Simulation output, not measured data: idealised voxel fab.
Process module under the name voxel transistor to metal
The cross-section on display is named cut; it measures 190 nm wide, and its cells are 5 nm squares.
In this document a cross-section is written as a grid of square cells. It is given as a series of bands, listed from the top down, and a band is one or more rows of cells.
First you get the band's top height and its bottom height, in nm, and then the materials it's made of, left to right, with each width in nm. If you see a single material with "edge to edge", that one covers the band edge to edge. "blank" is empty space.
Beneath 0, the wafer as received is one material, and that level is where height counting begins. The lowest band goes on downward without a bottom; it is written like "z 0 and below".
A width given as "30..40" starts at the first number in the band's top row and ends at the second number in its bottom row, shifting by an equal amount at every step from row to row.
Reading "nothing different" for a step: not a cell of the cross-section changed in it.
The entry "Unvented internal voids" lists the empty spaces that cover at least 8 cells and have no open path to the top. Each is written as width x height at distance, where the distance is measured from the left edge and all three values are in nm.
Step line, after settings: the simulator's comment on this step.
Steps that use a mask can have "overlay nm" on their line. It says how far the mask sat to the right of where it was meant to be. Negative means to the left.
Pairs from here to the end. Each: cross-section before one process step, cross-section after it, the latter only as far down as the lowest band that changed. Under each: the step between, and its settings. Mind that the pairs may be taken from different runs of this module on the same starting wafer; whether a pair continues from the pair above depends on its entry headed "Incoming profile", and it does only where that entry says so.
**Incoming profile**
> z 25 to 15 | blank 85 nm  SiCN 15 nm  blank 90 nm
> z 15 to 0 | blank 85 nm  polySi 15 nm  blank 90 nm
> z 0 to -5 | SiO2 35 nm  blank 50 nm  polySi 15 nm  blank 50 nm  SiO2 40 nm
> z -5 to -10 | SiO2 35 nm  blank 50 nm  SiO2 15 nm  blank 50 nm  SiO2 40 nm
> z -10 to -40 | SiO2 45 nm  Si 95 nm  SiO2 50 nm
> z -40 and below | Si edge to edge
> Unvented internal voids: none
**Sectional Result**
> z 30 to 25 | blank 80 nm  SiN 25 nm  blank 85 nm
> z 25 to 15 | blank 80 nm  SiN 5 nm  SiCN 15 nm  SiN 5 nm  blank 85 nm
> z 15 to 5 | blank 80 nm  SiN 5 nm  polySi 15 nm  SiN 5 nm  blank 85 nm
> z 5 to 0 | SiN 40 nm  blank 40 nm  SiN 5 nm  polySi 15 nm  SiN 5 nm  blank 40 nm  SiN 45 nm
> z 0 to -5 | SiO2 35 nm  SiN 5 nm  blank 40 nm  SiN 5 nm  polySi 15 nm  SiN 5 nm  blank 40 nm  SiN 5 nm  SiO2 40 nm
> z -5 to -10 | SiO2 35 nm  SiN 50 nm  SiO2 15 nm  SiN 50 nm  SiO2 40 nm
> Rest of section, below -10: as before.
> Unvented internal voids: none
Between the cross-sections above, the step performed was CONFORMAL_DEP with material SiN, thk nm 5
Incoming profile: see the after view in the pair directly above.
**Sectional Result**
> z 25 to 15 | blank 80 nm  SiN 5 nm  SiCN 15 nm  SiN 5 nm  blank 85 nm
> z 15 to 0 | blank 80 nm  SiN 5 nm  polySi 15 nm  SiN 5 nm  blank 85 nm
> z 0 to -5 | SiO2 35 nm  SiN 5 nm  blank 40 nm  SiN 5 nm  polySi 15 nm  SiN 5 nm  blank 40 nm  SiN 5 nm  SiO2 40 nm
> z -5 to -10 | SiO2 35 nm  SiN 5 nm  blank 40 nm  SiN 5 nm  SiO2 15 nm  SiN 5 nm  blank 40 nm  SiN 5 nm  SiO2 40 nm
> Rest of section, below -10: as before.
> Unvented internal voids: none
Between the cross-sections above, the step performed was DIRECTIONAL_ETCH with etch materials SiN, depth nm 5
Incoming profile: see the after view in the pair directly above.
**Sectional Result**
> z 25 to 15 | blank 80 nm  SiN 5 nm  SiCN 15 nm  SiN 5 nm  blank 85 nm
> z 15 to 0 | blank 80 nm  SiN 5 nm  polySi 15 nm  SiN 5 nm  blank 85 nm
> z 0 to -5 | blank 35 nm  SiN 5 nm  blank 40 nm  SiN 5 nm  polySi 15 nm  SiN 5 nm  blank 40 nm  SiN 5 nm  blank 40 nm
> z -5 to -10 | SiO2 35 nm  SiN 5 nm  blank 40 nm  SiN 5 nm  SiO2 15 nm  SiN 5 nm  blank 40 nm  SiN 5 nm  SiO2 40 nm
> z -10 to -15 | SiO2 40 nm  blank 5 nm  Si 95 nm  blank 5 nm  SiO2 45 nm
> Rest of section, below -15: as before.
> Unvented internal voids: none
Between the cross-sections above, the step performed was DIRECTIONAL_ETCH with etch materials SiO2, depth nm 5
Incoming profile: see the after view in the pair directly above.
**Sectional Result**
> z 25 to 15 | blank 80 nm  SiN 5 nm  SiCN 15 nm  SiN 5 nm  blank 85 nm
> z 15 to 0 | blank 80 nm  SiN 5 nm  polySi 15 nm  SiN 5 nm  blank 85 nm
> z 0 to -5 | blank 35 nm  SiN 5 nm  blank 40 nm  SiN 5 nm  polySi 15 nm  SiN 5 nm  blank 40 nm  SiN 5 nm  blank 40 nm
> z -5 to -10 | SiO2 35 nm  SiN 5 nm  blank 40 nm  SiN 5 nm  SiO2 15 nm  SiN 5 nm  blank 40 nm  SiN 5 nm  SiO2 40 nm
> z -10 to -15 | SiO2 40 nm  blank 40 nm  Si 25 nm  blank 40 nm  SiO2 45 nm
> z -15 to -25 | SiO2 45 nm  blank 35 nm  Si 25 nm  blank 35 nm  SiO2 50 nm
> Rest of section, below -25: as before.
> Unvented internal voids: none
Between the cross-sections above, the step performed was DIRECTIONAL_ETCH with etch materials Si, depth nm 15
Incoming profile: see the after view in the pair directly above.
**Sectional Result**
> z 25 to 15 | blank 80 nm  SiN 5 nm  SiCN 15 nm  SiN 5 nm  blank 85 nm
> z 15 to 5 | blank 80 nm  SiN 5 nm  polySi 15 nm  SiN 5 nm  blank 85 nm
> z 5 to 0 | blank 65 nm  nSi 15 nm  SiN 5 nm  polySi 15 nm  SiN 5 nm  nSi 15 nm  blank 70 nm
> z 0 to -5 | blank 35 nm  SiN 5 nm  blank 25 nm  nSi 15 nm  SiN 5 nm  polySi 15 nm  SiN 5 nm  nSi 15 nm  blank 25 nm  SiN 5 nm  blank 40 nm
> z -5 to -10 | SiO2 35 nm  SiN 5 nm  blank 25 nm  nSi 15 nm  SiN 5 nm  SiO2 15 nm  SiN 5 nm  nSi 15 nm  blank 25 nm  SiN 5 nm  SiO2 40 nm
> z -10 to -15 | SiO2 40 nm  nSi 40 nm  Si 25 nm  nSi 40 nm  SiO2 45 nm
> z -15 to -25 | SiO2 45 nm  nSi 35 nm  Si 25 nm  nSi 35 nm  SiO2 50 nm
> Rest of section, below -25: as before.
> Unvented internal voids: none
Between the cross-sections above, the step performed was EPI with material nSi, thk nm 15
Incoming profile: see the after view in the pair directly above.
**Sectional Result**
> z 35 to 25 | SiO2 edge to edge
> z 25 to 15 | SiO2 80 nm  SiN 5 nm  SiCN 15 nm  SiN 5 nm  SiO2 85 nm
> z 15 to 5 | SiO2 80 nm  SiN 5 nm  polySi 15 nm  SiN 5 nm  SiO2 85 nm
> z 5 to 0 | SiO2 65 nm  nSi 15 nm  SiN 5 nm  polySi 15 nm  SiN 5 nm  nSi 15 nm  SiO2 70 nm
> z 0 to -5 | SiO2 35 nm  SiN 5 nm  SiO2 25 nm  nSi 15 nm  SiN 5 nm  polySi 15 nm  SiN 5 nm  nSi 15 nm  SiO2 25 nm  SiN 5 nm  SiO2 40 nm
> z -5 to -10 | SiO2 35 nm  SiN 5 nm  SiO2 25 nm  nSi 15 nm  SiN 5 nm  SiO2 15 nm  SiN 5 nm  nSi 15 nm  SiO2 25 nm  SiN 5 nm  SiO2 40 nm
> Rest of section, below -10: as before.
> Unvented internal voids: none
Between the cross-sections above, the step performed was FILL_DEP with material SiO2, thk nm 10
Incoming profile: see the after view in the pair directly above.
**Sectional Result**
> z 25 to 15 | SiO2 80 nm  SiN 5 nm  SiCN 15 nm  SiN 5 nm  SiO2 85 nm
> Rest of section, below 15: as before.
> Unvented internal voids: none
Between the cross-sections above, the step performed was CMP with height nm 25
Incoming profile: see the after view in the pair directly above.
**Sectional Result**
> z 35 to 25 | SiO2 edge to edge
> Rest of section, below 25: as before.
> Unvented internal voids: none
Between the cross-sections above, the step performed was DIRECTIONAL_DEP with material SiO2, thk nm 10
Incoming profile: see the after view in the pair directly above.
**Sectional Result**
> z 45 to 35 | aC edge to edge
> Rest of section, below 35: as before.
> Unvented internal voids: none
Between the cross-sections above, the step performed was DIRECTIONAL_DEP with material aC, thk nm 10
Incoming profile: see the after view in the pair directly above.
**Sectional Result**
> z 75 to 45 | resist 50 nm  blank 30 nm  resist 25 nm  blank 30 nm  resist 55 nm
> Rest of section, below 45: as before.
> Unvented internal voids: none
Between the cross-sections above, the step performed was PATTERN with tone open, mask id CONTACT, material resist, width nm 30, pitch nm 55, thk nm 30, overlay nm 0
Incoming profile: see the after view in the pair directly above.
**Sectional Result**
> z 65 to 45 | resist 50 nm  blank 30 nm  resist 25 nm  blank 30 nm  resist 55 nm
> z 45 to 35 | aC 50 nm  blank 30 nm  aC 25 nm  blank 30 nm  aC 55 nm
> Rest of section, below 35: as before.
> Unvented internal voids: none
Between the cross-sections above, the step performed was DIRECTIONAL_ETCH with etch materials aC, depth nm 10
Incoming profile: see the after view in the pair directly above.
**Sectional Result**
> z 45 to 35 | aC 50 nm  blank 30 nm  aC 25 nm  blank 30 nm  aC 55 nm
> Rest of section, below 35: as before.
> Unvented internal voids: none
Between the cross-sections above, the step performed was STRIP with etch materials resist
Incoming profile: see the after view in the pair directly above.
**Sectional Result**
> z 45 to 35 | aC 50 nm  blank 30 nm  aC 25 nm  blank 30 nm  aC 55 nm
> z 35 to 25 | SiO2 50 nm  blank 30 nm  SiO2 25 nm  blank 30 nm  SiO2 55 nm
> z 25 to 15 | SiO2 50 nm  blank 30 nm  SiN 5 nm  SiCN 15 nm  SiN 5 nm  blank 30 nm  SiO2 55 nm
> z 15 to 5 | SiO2 50 nm  blank 30 nm  SiN 5 nm  polySi 15 nm  SiN 5 nm  blank 30 nm  SiO2 55 nm
> z 5 to 0 | SiO2 50 nm  blank 15 nm  nSi 15 nm  SiN 5 nm  polySi 15 nm  SiN 5 nm  nSi 15 nm  blank 15 nm  SiO2 55 nm
> z 0 to -5 | SiO2 35 nm  SiN 5 nm  SiO2 10 nm  blank 15 nm  nSi 15 nm  SiN 5 nm  polySi 15 nm  SiN 5 nm  nSi 15 nm  blank 15 nm  SiO2 10 nm  SiN 5 nm  SiO2 40 nm
> z -5 to -10 | SiO2 35 nm  SiN 5 nm  SiO2 10 nm  blank 15 nm  nSi 15 nm  SiN 5 nm  SiO2 15 nm  SiN 5 nm  nSi 15 nm  blank 15 nm  SiO2 10 nm  SiN 5 nm  SiO2 40 nm
> Rest of section, below -10: as before.
> Unvented internal voids: none
Between the cross-sections above, the step performed was DIRECTIONAL_ETCH with etch materials SiO2, depth nm 45
Incoming profile: see the after view in the pair directly above.
**Sectional Result**
> z 35 to 25 | SiO2 50 nm  blank 30 nm  SiO2 25 nm  blank 30 nm  SiO2 55 nm
> Rest of section, below 25: as before.
> Unvented internal voids: none
Between the cross-sections above, the step performed was STRIP with etch materials aC
Incoming profile: see the after view in the pair directly above.
**Sectional Result**
> z 40 to 35 | TiN 55 nm  blank 20 nm  TiN 35 nm  blank 20 nm  TiN 60 nm
> z 35 to 25 | SiO2 50 nm  TiN 5 nm  blank 20 nm  TiN 5 nm  SiO2 25 nm  TiN 5 nm  blank 20 nm  TiN 5 nm  SiO2 55 nm
> z 25 to 15 | SiO2 50 nm  TiN 5 nm  blank 20 nm  TiN 5 nm  SiN 5 nm  SiCN 15 nm  SiN 5 nm  TiN 5 nm  blank 20 nm  TiN 5 nm  SiO2 55 nm
> z 15 to 5 | SiO2 50 nm  TiN 5 nm  blank 20..5 nm  TiN 5..20 nm  SiN 5 nm  polySi 15 nm  SiN 5 nm  TiN 5..20 nm  blank 20..5 nm  TiN 5 nm  SiO2 55 nm
> z 5 to 0 | SiO2 50 nm  TiN 5 nm  blank 5 nm  TiN 5 nm  nSi 15 nm  SiN 5 nm  polySi 15 nm  SiN 5 nm  nSi 15 nm  TiN 5 nm  blank 5 nm  TiN 5 nm  SiO2 55 nm
> z 0 to -5 | SiO2 35 nm  SiN 5 nm  SiO2 10 nm  TiN 5 nm  blank 5 nm  TiN 5 nm  nSi 15 nm  SiN 5 nm  polySi 15 nm  SiN 5 nm  nSi 15 nm  TiN 5 nm  blank 5 nm  TiN 5 nm  SiO2 10 nm  SiN 5 nm  SiO2 40 nm
> z -5 to -10 | SiO2 35 nm  SiN 5 nm  SiO2 10 nm  TiN 15 nm  nSi 15 nm  SiN 5 nm  SiO2 15 nm  SiN 5 nm  nSi 15 nm  TiN 15 nm  SiO2 10 nm  SiN 5 nm  SiO2 40 nm
> Rest of section, below -10: as before.
> Unvented internal voids: none
Between the cross-sections above, the step performed was CONFORMAL_DEP with material TiN, thk nm 5
Incoming profile: see the after view in the pair directly above.
**Sectional Result**
> z 50 to 40 | W edge to edge
> z 40 to 35 | TiN 55 nm  W 20 nm  TiN 35 nm  W 20 nm  TiN 60 nm
> z 35 to 25 | SiO2 50 nm  TiN 5 nm  W 20 nm  TiN 5 nm  SiO2 25 nm  TiN 5 nm  W 20 nm  TiN 5 nm  SiO2 55 nm
> z 25 to 15 | SiO2 50 nm  TiN 5 nm  W 20 nm  TiN 5 nm  SiN 5 nm  SiCN 15 nm  SiN 5 nm  TiN 5 nm  W 20 nm  TiN 5 nm  SiO2 55 nm
> z 15 to 5 | SiO2 50 nm  TiN 5 nm  W 20..5 nm  TiN 5..20 nm  SiN 5 nm  polySi 15 nm  SiN 5 nm  TiN 5..20 nm  W 20..5 nm  TiN 5 nm  SiO2 55 nm
> z 5 to 0 | SiO2 50 nm  TiN 5 nm  W 5 nm  TiN 5 nm  nSi 15 nm  SiN 5 nm  polySi 15 nm  SiN 5 nm  nSi 15 nm  TiN 5 nm  W 5 nm  TiN 5 nm  SiO2 55 nm
> z 0 to -5 | SiO2 35 nm  SiN 5 nm  SiO2 10 nm  TiN 5 nm  W 5 nm  TiN 5 nm  nSi 15 nm  SiN 5 nm  polySi 15 nm  SiN 5 nm  nSi 15 nm  TiN 5 nm  W 5 nm  TiN 5 nm  SiO2 10 nm  SiN 5 nm  SiO2 40 nm
> Rest of section, below -5: as before.
> Unvented internal voids: none
Between the cross-sections above, the step performed was FILL_DEP with material W, thk nm 10
Incoming profile: see the after view in the pair directly above.
**Sectional Result**
> z 35 to 25 | SiO2 50 nm  TiN 5 nm  W 20 nm  TiN 5 nm  SiO2 25 nm  TiN 5 nm  W 20 nm  TiN 5 nm  SiO2 55 nm
> Rest of section, below 25: as before.
> Unvented internal voids: none
Between the cross-sections above, the step performed was CMP with height nm 35
Incoming profile: see the after view in the pair directly above.
**Sectional Result**
> z 40 to 35 | TiN edge to edge
> Rest of section, below 35: as before.
> Unvented internal voids: none
Between the cross-sections above, the step performed was DIRECTIONAL_DEP with material TiN, thk nm 5
Incoming profile: see the after view in the pair directly above.
**Sectional Result**
> z 55 to 40 | Ru edge to edge
> Rest of section, below 40: as before.
> Unvented internal voids: none
Between the cross-sections above, the step performed was DIRECTIONAL_DEP with material Ru, thk nm 15
Incoming profile: see the after view in the pair directly above.
**Sectional Result**
> z 75 to 55 | blank 50 nm  resist 15 nm  blank 55 nm  resist 15 nm  blank 55 nm
> Rest of section, below 55: as before.
> Unvented internal voids: none
Between the cross-sections above, the step performed was PATTERN with tone cover, mask id METAL_1, material resist, width nm 15, pitch nm 70, thk nm 20, overlay nm 0
Incoming profile: see the after view in the pair directly above.
**Sectional Result**
> z 75 to 55 | blank 50 nm  resist 15 nm  blank 55 nm  resist 15 nm  blank 55 nm
> z 55 to 40 | blank 50 nm  Ru 15 nm  blank 55 nm  Ru 15 nm  blank 55 nm
> Rest of section, below 40: as before.
> Unvented internal voids: none
Between the cross-sections above, the step performed was DIRECTIONAL_ETCH with etch materials Ru, depth nm 15
Incoming profile: see the after view in the pair directly above.
**Sectional Result**
> z 75 to 55 | blank 50 nm  resist 15 nm  blank 55 nm  resist 15 nm  blank 55 nm
> z 55 to 40 | blank 50 nm  Ru 15 nm  blank 55 nm  Ru 15 nm  blank 55 nm
> z 40 to 35 | blank 50 nm  TiN 15 nm  blank 55 nm  TiN 15 nm  blank 55 nm
> Rest of section, below 35: as before.
> Unvented internal voids: none
Between the cross-sections above, the step performed was DIRECTIONAL_ETCH with etch materials TiN, depth nm 5
Incoming profile: see the after view in the pair directly above.
**Sectional Result**
> z 55 to 40 | blank 50 nm  Ru 15 nm  blank 55 nm  Ru 15 nm  blank 55 nm
> Rest of section, below 40: as before.
> Unvented internal voids: none
Between the cross-sections above, the step performed was STRIP with etch materials resist
Incoming profile: see the after view in the pair directly above.
**Sectional Result**
> z 60 to 55 | blank 45 nm  SiN 25 nm  blank 45 nm  SiN 25 nm  blank 50 nm
> z 55 to 40 | blank 45 nm  SiN 5 nm  Ru 15 nm  SiN 5 nm  blank 45 nm  SiN 5 nm  Ru 15 nm  SiN 5 nm  blank 50 nm
> z 40 to 35 | SiN 50 nm  TiN 15 nm  SiN 55 nm  TiN 15 nm  SiN 55 nm
> Rest of section, below 35: as before.
> Unvented internal voids: none
Between the cross-sections above, the step performed was CONFORMAL_DEP with material SiN, thk nm 5
Incoming profile: see the after view in the pair directly above.
**Sectional Result**
> z 65 to 60 | SiO2 edge to edge
> z 60 to 55 | SiO2 45 nm  SiN 25 nm  SiO2 45 nm  SiN 25 nm  SiO2 50 nm
> z 55 to 40 | SiO2 45 nm  SiN 5 nm  Ru 15 nm  SiN 5 nm  SiO2 45 nm  SiN 5 nm  Ru 15 nm  SiN 5 nm  SiO2 50 nm
> Rest of section, below 40: as before.
> Unvented internal voids: none
Between the cross-sections above, the step performed was FILL_DEP with material SiO2, thk nm 5
Incoming profile: see the after view in the pair directly above.
**Sectional Result**
> z 55 to 40 | SiO2 45 nm  SiN 5 nm  Ru 15 nm  SiN 5 nm  SiO2 45 nm  SiN 5 nm  Ru 15 nm  SiN 5 nm  SiO2 50 nm
> Rest of section, below 40: as before.
> Unvented internal voids: none
Between the cross-sections above, the step performed was CMP with height nm 55
Incoming profile: see the after view in the pair directly above.
**Sectional Result**
> z 60 to 55 | SiCN edge to edge
> Rest of section, below 55: as before.
> Unvented internal voids: none
Between the cross-sections above, the step performed was CONFORMAL_DEP with material SiCN, thk nm 5
Incoming profile: see the after view in the pair directly above.
**Sectional Result**
> z 90 to 60 | SiO2 edge to edge
> Rest of section, below 60: as before.
> Unvented internal voids: none
Between the cross-sections above, the step performed was DIRECTIONAL_DEP with material SiO2, thk nm 30
Incoming profile: see the after view in the pair directly above.
**Sectional Result**
> z 105 to 90 | aC edge to edge
> Rest of section, below 90: as before.
> Unvented internal voids: none
Between the cross-sections above, the step performed was DIRECTIONAL_DEP with material aC, thk nm 15
Incoming profile: see the after view in the pair directly above.
**Sectional Result**
> z 135 to 105 | resist 50 nm  blank 15 nm  resist 55 nm  blank 15 nm  resist 55 nm
> Rest of section, below 105: as before.
> Unvented internal voids: none
Between the cross-sections above, the step performed was PATTERN with tone open, mask id METAL_2, material resist, width nm 15, pitch nm 70, thk nm 30, overlay nm 0
Incoming profile: see the after view in the pair directly above.
**Sectional Result**
> z 120 to 105 | resist 50 nm  blank 15 nm  resist 55 nm  blank 15 nm  resist 55 nm
> z 105 to 90 | aC 50 nm  blank 15 nm  aC 55 nm  blank 15 nm  aC 55 nm
> Rest of section, below 90: as before.
> Unvented internal voids: none
Between the cross-sections above, the step performed was DIRECTIONAL_ETCH with etch materials aC, depth nm 15
Incoming profile: see the after view in the pair directly above.
**Sectional Result**
> z 105 to 90 | aC 50 nm  blank 15 nm  aC 55 nm  blank 15 nm  aC 55 nm
> Rest of section, below 90: as before.
> Unvented internal voids: none
Between the cross-sections above, the step performed was STRIP with etch materials resist
Incoming profile: see the after view in the pair directly above.
**Sectional Result**
> z 105 to 90 | aC 50 nm  blank 15 nm  aC 55 nm  blank 15 nm  aC 55 nm
> z 90 to 70 | SiO2 50 nm  blank 15 nm  SiO2 55 nm  blank 15 nm  SiO2 55 nm
> Rest of section, below 70: as before.
> Unvented internal voids: none
Between the cross-sections above, the step performed was DIRECTIONAL_ETCH with etch materials SiO2, depth nm 20
Incoming profile: see the after view in the pair directly above.
**Sectional Result**
> z 90 to 70 | SiO2 50 nm  blank 15 nm  SiO2 55 nm  blank 15 nm  SiO2 55 nm
> Rest of section, below 70: as before.
> Unvented internal voids: none
Between the cross-sections above, the step performed was STRIP with etch materials aC
Incoming profile: see the after view in the pair directly above.
**Sectional Result**
> z 90 to 60 | SiO2 50 nm  blank 15 nm  SiO2 55 nm  blank 15 nm  SiO2 55 nm
> Rest of section, below 60: as before.
> Unvented internal voids: none
Between the cross-sections above, the step performed was MASKED_ETCH with tone open, mask id METAL_2_HOLES, width nm 15, pitch nm 70, etch materials SiO2, depth nm 10, overlay nm 0
Incoming profile: see the after view in the pair directly above.
**Sectional Result**
> z 90 to 60 | SiO2 50 nm  blank 15 nm  SiO2 55 nm  blank 15 nm  SiO2 55 nm
> z 60 to 55 | SiCN 50 nm  blank 15 nm  SiCN 55 nm  blank 15 nm  SiCN 55 nm
> Rest of section, below 55: as before.
> Unvented internal voids: none
Between the cross-sections above, the step performed was MASKED_ETCH with tone open, mask id METAL_2_HOLES, width nm 15, pitch nm 70, etch materials SiCN, depth nm 5, overlay nm 0
Incoming profile: see the after view in the pair directly above.
**Sectional Result**
> z 95 to 90 | TiN 55 nm  blank 5 nm  TiN 65 nm  blank 5 nm  TiN 60 nm
> z 90 to 60 | SiO2 50 nm  TiN 5 nm  blank 5 nm  TiN 5 nm  SiO2 55 nm  TiN 5 nm  blank 5 nm  TiN 5 nm  SiO2 55 nm
> z 60 to 55 | SiCN 50 nm  TiN 15 nm  SiCN 55 nm  TiN 15 nm  SiCN 55 nm
> Rest of section, below 55: as before.
> Unvented internal voids: none
Between the cross-sections above, the step performed was CONFORMAL_DEP with material TiN, thk nm 5
Incoming profile: see the after view in the pair directly above.
**Sectional Result**
> z 100 to 95 | Cu edge to edge
> z 95 to 90 | TiN 55 nm  Cu 5 nm  TiN 65 nm  Cu 5 nm  TiN 60 nm
> z 90 to 60 | SiO2 50 nm  TiN 5 nm  Cu 5 nm  TiN 5 nm  SiO2 55 nm  TiN 5 nm  Cu 5 nm  TiN 5 nm  SiO2 55 nm
> Rest of section, below 60: as before.
> Unvented internal voids: none
Between the cross-sections above, the step performed was FILL_DEP with material Cu, thk nm 5
Incoming profile: see the after view in the pair directly above.
**Sectional Result**
> z 90 to 60 | SiO2 50 nm  TiN 5 nm  Cu 5 nm  TiN 5 nm  SiO2 55 nm  TiN 5 nm  Cu 5 nm  TiN 5 nm  SiO2 55 nm
> Rest of section, below 60: as before.
> Unvented internal voids: none
Between the cross-sections above, the step performed was CMP with height nm 90
Incoming profile: see the after view in the pair directly above.
**Sectional Result**
> z 95 to 90 | SiCN edge to edge
> Rest of section, below 90: as before.
> Unvented internal voids: none
Between the cross-sections above, the step performed was CONFORMAL_DEP with material SiCN, thk nm 5
**Incoming profile**
> z 25 to 20 | blank 75 nm  SiN 5 nm  blank 5 nm  SiCN 15 nm  blank 5 nm  SiN 5 nm  blank 80 nm
> z 20 to 15 | blank 75 nm  SiN 5 nm  SiO2 5 nm  SiCN 15 nm  SiO2 5 nm  SiN 5 nm  blank 80 nm
> z 15 to 5 | blank 75 nm  SiN 5 nm  SiO2 5 nm  polySi 15 nm  SiO2 5 nm  SiN 5 nm  blank 80 nm
> z 5 to 0 | blank 40 nm  SiN 5 nm  blank 15 nm  nSi 15 nm  SiN 5 nm  SiO2 5 nm  polySi 15 nm  SiO2 5 nm  SiN 5 nm  nSi 15 nm  blank 15 nm  SiN 5 nm  blank 45 nm
> z 0 to -5 | SiO2 40 nm  SiN 5 nm  blank 15 nm  nSi 15 nm  SiN 5 nm  SiO2 5 nm  polySi 15 nm  SiO2 5 nm  SiN 5 nm  nSi 15 nm  blank 15 nm  SiN 5 nm  SiO2 45 nm
> z -5 to -10 | SiO2 45 nm  blank 15 nm  nSi 15 nm  SiO2 35 nm  nSi 15 nm  blank 15 nm  SiO2 50 nm
> z -10 to -25 | SiO2 45 nm  nSi 30 nm  Si 35 nm  nSi 30 nm  SiO2 50 nm
> z -25 to -40 | SiO2 45 nm  Si 95 nm  SiO2 50 nm
> z -40 and below | Si edge to edge
> Unvented internal voids: none
**Sectional Result**
> z 25 to 20 | blank 75 nm  SiN 5 nm  blank 5 nm  SiCN 15 nm  blank 5 nm  SiN 5 nm  blank 80 nm
> z 20 to 15 | blank 45 nm  nSi 30 nm  SiN 5 nm  SiO2 5 nm  SiCN 15 nm  SiO2 5 nm  SiN 5 nm  nSi 30 nm  blank 50 nm
> z 15 to 5 | blank 45 nm  nSi 30 nm  SiN 5 nm  SiO2 5 nm  polySi 15 nm  SiO2 5 nm  SiN 5 nm  nSi 30 nm  blank 50 nm
> z 5 to 0 | blank 40 nm  SiN 5 nm  nSi 30 nm  SiN 5 nm  SiO2 5 nm  polySi 15 nm  SiO2 5 nm  SiN 5 nm  nSi 30 nm  SiN 5 nm  blank 45 nm
> z 0 to -5 | SiO2 40 nm  SiN 5 nm  nSi 30 nm  SiN 5 nm  SiO2 5 nm  polySi 15 nm  SiO2 5 nm  SiN 5 nm  nSi 30 nm  SiN 5 nm  SiO2 45 nm
> z -5 to -10 | SiO2 45 nm  nSi 30 nm  SiO2 35 nm  nSi 30 nm  SiO2 50 nm
> Rest of section, below -10: as before.
> Unvented internal voids: none
Between the cross-sections above, the step performed was EPI with material nSi, thk nm 15
Incoming profile: see the after view in the pair directly above.
**Sectional Result**
> z 35 to 25 | SiO2 edge to edge
> z 25 to 20 | SiO2 75 nm  SiN 5 nm  SiO2 5 nm  SiCN 15 nm  SiO2 5 nm  SiN 5 nm  SiO2 80 nm
> z 20 to 15 | SiO2 45 nm  nSi 30 nm  SiN 5 nm  SiO2 5 nm  SiCN 15 nm  SiO2 5 nm  SiN 5 nm  nSi 30 nm  SiO2 50 nm
> z 15 to 5 | SiO2 45 nm  nSi 30 nm  SiN 5 nm  SiO2 5 nm  polySi 15 nm  SiO2 5 nm  SiN 5 nm  nSi 30 nm  SiO2 50 nm
> z 5 to -5 | SiO2 40 nm  SiN 5 nm  nSi 30 nm  SiN 5 nm  SiO2 5 nm  polySi 15 nm  SiO2 5 nm  SiN 5 nm  nSi 30 nm  SiN 5 nm  SiO2 45 nm
> Rest of section, below -5: as before.
> Unvented internal voids: none
Between the cross-sections above, the step performed was FILL_DEP with material SiO2, thk nm 10
Incoming profile: see the after view in the pair directly above.
**Sectional Result**
> z 25 to 20 | SiO2 75 nm  SiN 5 nm  SiO2 5 nm  SiCN 15 nm  SiO2 5 nm  SiN 5 nm  SiO2 80 nm
> Rest of section, below 20: as before.
> Unvented internal voids: none
Between the cross-sections above, the step performed was CMP with height nm 25
Incoming profile: see the after view in the pair directly above.
**Sectional Result**
> z 35 to 25 | SiO2 edge to edge
> Rest of section, below 25: as before.
> Unvented internal voids: none
Between the cross-sections above, the step performed was DIRECTIONAL_DEP with material SiO2, thk nm 10
Incoming profile: see the after view in the pair directly above.
**Sectional Result**
> z 45 to 35 | aC edge to edge
> Rest of section, below 35: as before.
> Unvented internal voids: none
Between the cross-sections above, the step performed was DIRECTIONAL_DEP with material aC, thk nm 10
Incoming profile: see the after view in the pair directly above.
**Sectional Result**
> z 75 to 45 | resist 50 nm  blank 30 nm  resist 25 nm  blank 30 nm  resist 55 nm
> Rest of section, below 45: as before.
> Unvented internal voids: none
Between the cross-sections above, the step performed was PATTERN with tone open, mask id CONTACT, material resist, width nm 30, pitch nm 55, thk nm 30, overlay nm 0
Incoming profile: see the after view in the pair directly above.
**Sectional Result**
> z 65 to 45 | resist 50 nm  blank 30 nm  resist 25 nm  blank 30 nm  resist 55 nm
> z 45 to 35 | aC 50 nm  blank 30 nm  aC 25 nm  blank 30 nm  aC 55 nm
> Rest of section, below 35: as before.
> Unvented internal voids: none
Between the cross-sections above, the step performed was DIRECTIONAL_ETCH with etch materials aC, depth nm 10
Incoming profile: see the after view in the pair directly above.
**Sectional Result**
> z 45 to 35 | aC 50 nm  blank 30 nm  aC 25 nm  blank 30 nm  aC 55 nm
> Rest of section, below 35: as before.
> Unvented internal voids: none
Between the cross-sections above, the step performed was STRIP with etch materials resist
Incoming profile: see the after view in the pair directly above.
**Sectional Result**
> z 45 to 35 | aC 50 nm  blank 30 nm  aC 25 nm  blank 30 nm  aC 55 nm
> z 35 to 25 | SiO2 50 nm  blank 30 nm  SiO2 25 nm  blank 30 nm  SiO2 55 nm
> z 25 to 20 | SiO2 50 nm  blank 25 nm  SiN 5 nm  SiO2 5 nm  SiCN 15 nm  SiO2 5 nm  SiN 5 nm  blank 25 nm  SiO2 55 nm
> Rest of section, below 20: as before.
> Unvented internal voids: none
Between the cross-sections above, the step performed was DIRECTIONAL_ETCH with etch materials SiO2, depth nm 45
Incoming profile: see the after view in the pair directly above.
**Sectional Result**
> z 35 to 25 | SiO2 50 nm  blank 30 nm  SiO2 25 nm  blank 30 nm  SiO2 55 nm
> Rest of section, below 25: as before.
> Unvented internal voids: none
Between the cross-sections above, the step performed was STRIP with etch materials aC
Incoming profile: see the after view in the pair directly above.
**Sectional Result**
> z 40 to 35 | TiN 55 nm  blank 20 nm  TiN 35 nm  blank 20 nm  TiN 60 nm
> z 35 to 25 | SiO2 50 nm  TiN 5 nm  blank 20..15 nm  TiN 5..10 nm  SiO2 25 nm  TiN 5..10 nm  blank 20..15 nm  TiN 5 nm  SiO2 55 nm
> z 25 to 20 | SiO2 50 nm  TiN 25 nm  SiN 5 nm  SiO2 5 nm  SiCN 15 nm  SiO2 5 nm  SiN 5 nm  TiN 25 nm  SiO2 55 nm
> Rest of section, below 20: as before.
> Unvented internal voids: none
Between the cross-sections above, the step performed was CONFORMAL_DEP with material TiN, thk nm 5
Incoming profile: see the after view in the pair directly above.
**Sectional Result**
> z 50 to 40 | W edge to edge
> z 40 to 35 | TiN 55 nm  W 20 nm  TiN 35 nm  W 20 nm  TiN 60 nm
> z 35 to 25 | SiO2 50 nm  TiN 5 nm  W 20..15 nm  TiN 5..10 nm  SiO2 25 nm  TiN 5..10 nm  W 20..15 nm  TiN 5 nm  SiO2 55 nm
> Rest of section, below 25: as before.
> Unvented internal voids: none
Between the cross-sections above, the step performed was FILL_DEP with material W, thk nm 10
